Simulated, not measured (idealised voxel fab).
process module | voxel gate over fins
cross-section cut | 175 nm wide | cells 5 nm
A cross-section is a grid of square cells, given in bands from the top down. A band is one or more rows of cells.
Each band's line starts with the height of the band's top and of its bottom, in nm. Then come its materials from left to right, each with its width in nm. One material with "throughout" fills the band from edge to edge. "air" is empty space.
Height 0 is the level under which the wafer as received is all one material. The lowest band goes on downwards, as in "0 down".
A width such as "30 to 40" changes by the same amount from each row of cells to the next, from the band's top row to its bottom row.
"no change" after a step means that no cell of the cross-section changed.
closed voids: empty space of 8 cells or more with no open way to the top, each as width x height at its distance from the left edge, in nm
after a step's settings: what the simulator itself notes on the step
overlay nm, on a step with a mask: how far to the right of its planned place the mask lay; to the left if negative
plan
1 op RECEIVE | material Si
2 op CONFORMAL_DEP | material SiN | thk nm 10
3 op PATTERN | tone cover | mask id FINS | material resist | width nm 15 | pitch nm 35 | thk nm 15 | overlay nm 0
4 op DIRECTIONAL_ETCH | etch materials SiN | depth nm 10
5 op DIRECTIONAL_ETCH | etch materials Si | depth nm 30
6 op STRIP | etch materials resist
7 op OXIDIZE | depth nm 5
8 op FILL_DEP | material SiO2 | thk nm 10
9 op CMP | height nm 10
10 op SELECTIVE_ETCH | etch materials SiO2 | depth nm 20
11 op STRIP | etch materials SiN
12 op CONFORMAL_DEP | material HfO2 | thk nm 5
13 op CONFORMAL_DEP | material TiN | thk nm 5
14 op CONFORMAL_DEP | material TiAl | thk nm 5
15 op CONFORMAL_DEP | material TiN | thk nm 5
16 op FILL_DEP | material W | thk nm 15
17 op CMP | height nm 30
18 op CONFORMAL_DEP | material SiN | thk nm 5
as received, after step 1
  0 down: Si throughout
  closed voids: none
a wafer at the end: this start, this plan, one mistake
  35 to 30: SiN throughout
  30 to 20: W throughout
  20 to 15: W 10 | TiN 150 | W 15
  15 to 10: W 10 | TiN 5 | TiAl 140 | TiN 5 | W 15
  10 to 5: TiN 15 | TiAl 5 | HfO2 25 | TiAl 10 | HfO2 25 | TiAl 10 | HfO2 25 | TiAl 10 | HfO2 25 | TiAl 5 | TiN 20
  5 to 0: TiAl 20 | HfO2 5 | TiN 15 | HfO2 5 | TiAl 10 | HfO2 5 | TiN 15 | HfO2 5 | TiAl 10 | HfO2 5 | TiN 15 | HfO2 5 | TiAl 10 | HfO2 5 | TiN 15 | HfO2 5 | TiAl 25
  0 to -5: HfO2 25 | TiN 5 | Si 5 | TiN 5 | HfO2 20 | TiN 5 | Si 5 | TiN 5 | HfO2 20 | TiN 5 | Si 5 | TiN 5 | HfO2 20 | TiN 5 | Si 5 | TiN 5 | HfO2 30
  -5 to -10: TiN 30 | Si 5 | TiN 30 | Si 5 | TiN 30 | Si 5 | TiN 30 | Si 5 | TiN 35
  -10 to -35: SiO2 30 | Si 5 | SiO2 30 | Si 5 | SiO2 30 | Si 5 | SiO2 30 | Si 5 | SiO2 35
  -35 down: Si throughout
  closed voids: none
what went wrong: steps 12 and 13 were swapped
